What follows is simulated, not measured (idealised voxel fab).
process module | voxel self aligned contacts
cross-section cut | 260 nm wide | cells 5 nm
A cross-section is a grid of square cells, given in bands from the top down. A band is one or more rows of cells.
Each band's line starts with the height of the band's top and of its bottom, in nm. Then come its materials from left to right, each with its width in nm. One material with "throughout" fills the band from edge to edge. "air" is empty space.
Height 0 is the level under which the wafer as received is all one material. The lowest band goes on downwards, as in "0 down".
A width such as "30 to 40" changes by the same amount from each row of cells to the next, from the band's top row to its bottom row.
"no change" after a step means that no cell of the cross-section changed.
closed voids: empty space of 8 cells or more with no open way to the top, each as width x height at its distance from the left edge, in nm
after a step's settings: what the simulator itself notes on the step
overlay nm, on a step with a mask: how far to the right of its planned place the mask lay; to the left if negative
plan
1 op RECEIVE | material Si
2 op CONFORMAL_DEP | material SiO2 | thk nm 5
3 op DIRECTIONAL_DEP | material polySi | thk nm 30
4 op DIRECTIONAL_DEP | material SiN | thk nm 15
5 op MASKED_ETCH | tone cover | mask id GATE | width nm 25 | pitch nm 55 | etch materials SiN | depth nm 15 | overlay nm 0
6 op MASKED_ETCH | tone cover | mask id GATE | width nm 25 | pitch nm 55 | etch materials polySi | depth nm 30 | overlay nm 0
7 op CONFORMAL_DEP | material SiN | thk nm 5
8 op DIRECTIONAL_ETCH | etch materials SiN | depth nm 5
9 op FILL_DEP | material SiO2 | thk nm 20
10 op CMP | height nm 60
11 op PATTERN | tone open | mask id CONTACT | material resist | width nm 40 | thk nm 20 | overlay nm 0
12 op DIRECTIONAL_ETCH | etch materials SiO2 | depth nm 60
13 op STRIP | etch materials resist
14 op CONFORMAL_DEP | material TiN | thk nm 5
15 op FILL_DEP | material Ru | thk nm 5
16 op CMP | height nm 60
17 op CONFORMAL_DEP | material SiCN | thk nm 5
as received, after step 1
  0 down: Si throughout
  closed voids: none
a wafer at the end: this start, this plan, one mistake
  65 to 60: SiCN throughout
  60 to 55: SiO2 85 | SiN 35 | TiN 5 | Ru 10 | TiN 5 | SiN 35 | SiO2 85
  55 to 50: SiO2 85 | SiN 35 | TiN 20 | SiN 35 | SiO2 85
  50 to 35: SiN throughout
  35 to 5: polySi throughout
  5 to 0: SiO2 throughout
  0 down: Si throughout
  closed voids: none
what went wrong: step 4 was run twice
